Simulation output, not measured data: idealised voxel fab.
Documented hereafter: the process module known as voxel self aligned contacts.
The cross-section shown here is cut; it is 295 nm wide and divided into square cells measuring 5 nm on a side.
Reading order for cross-sections: top band down to bottom band. Underlying form: a grid of square cells. Band size: one or more rows of cells. The entry gives the band's vertical extent as a top height and a bottom height in nm, then its horizontal make-up as materials from left to right, each with a width in nm. "blank" stands for empty space; a single material marked "edge to edge" fills the band edge to edge. Note: height 0 marks the level under which the wafer is uniformly one material as received. Lowest band unbounded below, written "from 0 down". The notation "30->40" denotes a width that varies across the rows of cells in the band, beginning at the first number in the top row, finishing at the second number in the bottom row, and changing by an identical amount from each row to the next. What does "identical to before" mean for a step? It means no cell of the cross-section changed in that step. You'll see "Enclosed internal voids" listing empty spaces that have no way open to the top, as long as they're 8 cells or more; the notation is width x height at distance, where the distance is from the left edge, and all of it is in nm. On a step's line, text after the settings is the simulator commenting on that step. Regarding "overlay nm": on a step with a mask, it is the distance the mask lay to the right of its planned place; a negative value places it to the left.
[The process steps that were planned are listed below]
| 1 | RECEIVE,material Si |
| 2 | CONFORMAL_DEP,material SiO2,thk nm 5 |
| 3 | DIRECTIONAL_DEP,material polySi,thk nm 20 |
| 4 | DIRECTIONAL_DEP,material SiN,thk nm 20 |
| 5 | DIRECTIONAL_DEP,material aC,thk nm 10 |
| 6 | PATTERN,tone cover,mask id GATE,material resist,width nm 30,pitch nm 75,thk nm 25,overlay nm 0 |
| 7 | DIRECTIONAL_ETCH,etch materials aC,depth nm 10 |
| 8 | STRIP,etch materials resist |
| 9 | DIRECTIONAL_ETCH,etch materials SiN,depth nm 20 |
| 10 | DIRECTIONAL_ETCH,etch materials polySi,depth nm 20 |
| 11 | STRIP,etch materials aC |
| 12 | CONFORMAL_DEP,material SiN,thk nm 10 |
| 13 | DIRECTIONAL_ETCH,etch materials SiN,depth nm 10 |
| 14 | FILL_DEP,material SiO2,thk nm 20 |
| 15 | CMP,height nm 55 |
| 16 | DIRECTIONAL_DEP,material aC,thk nm 15 |
| 17 | PATTERN,tone open,mask id CONTACT,material resist,width nm 55,thk nm 30,overlay nm 0 |
| 18 | DIRECTIONAL_ETCH,etch materials aC,depth nm 15 |
| 19 | STRIP,etch materials resist |
| 20 | DIRECTIONAL_ETCH,etch materials SiO2,depth nm 55 |
| 21 | STRIP,etch materials aC |
| 22 | CONFORMAL_DEP,material TiN,thk nm 5 |
| 23 | FILL_DEP,material W,thk nm 5 |
| 24 | CMP,height nm 55 |
| 25 | CONFORMAL_DEP,material SiN,thk nm 5 |
[Cross-section, incoming material, after step 1]
	from 0 down: Si edge to edge
	Enclosed internal voids: none
[Wafer at module end, in section. Began as above, planned as above, run with one mistake]
	from 60 to 55: SiN edge to edge
	from 55 to 50: 120 nm SiO2, then 5 nm TiN, then 45 nm W, then 5 nm TiN, then 120 nm SiO2
	from 50 to 45: 120 nm SiO2, then 55 nm TiN, then 120 nm SiO2
	from 45 to 25: 105 nm SiN, then 10 nm SiO2, then 65 nm SiN, then 10 nm SiO2, then 105 nm SiN
	from 25 to 5: 95 nm polySi, then 10 nm SiN, then 10 nm SiO2, then 10 nm SiN, then 45 nm polySi, then 10 nm SiN, then 10 nm SiO2, then 10 nm SiN, then 95 nm polySi
	from 5 to 0: SiO2 edge to edge
	from 0 down: Si edge to edge
	Enclosed internal voids: none
The plan and the run diverged here: step 6 changed vs plan, executed as PATTERN,tone open,mask id GATE,material resist,width nm 30,pitch nm 75,thk nm 25,overlay nm 0
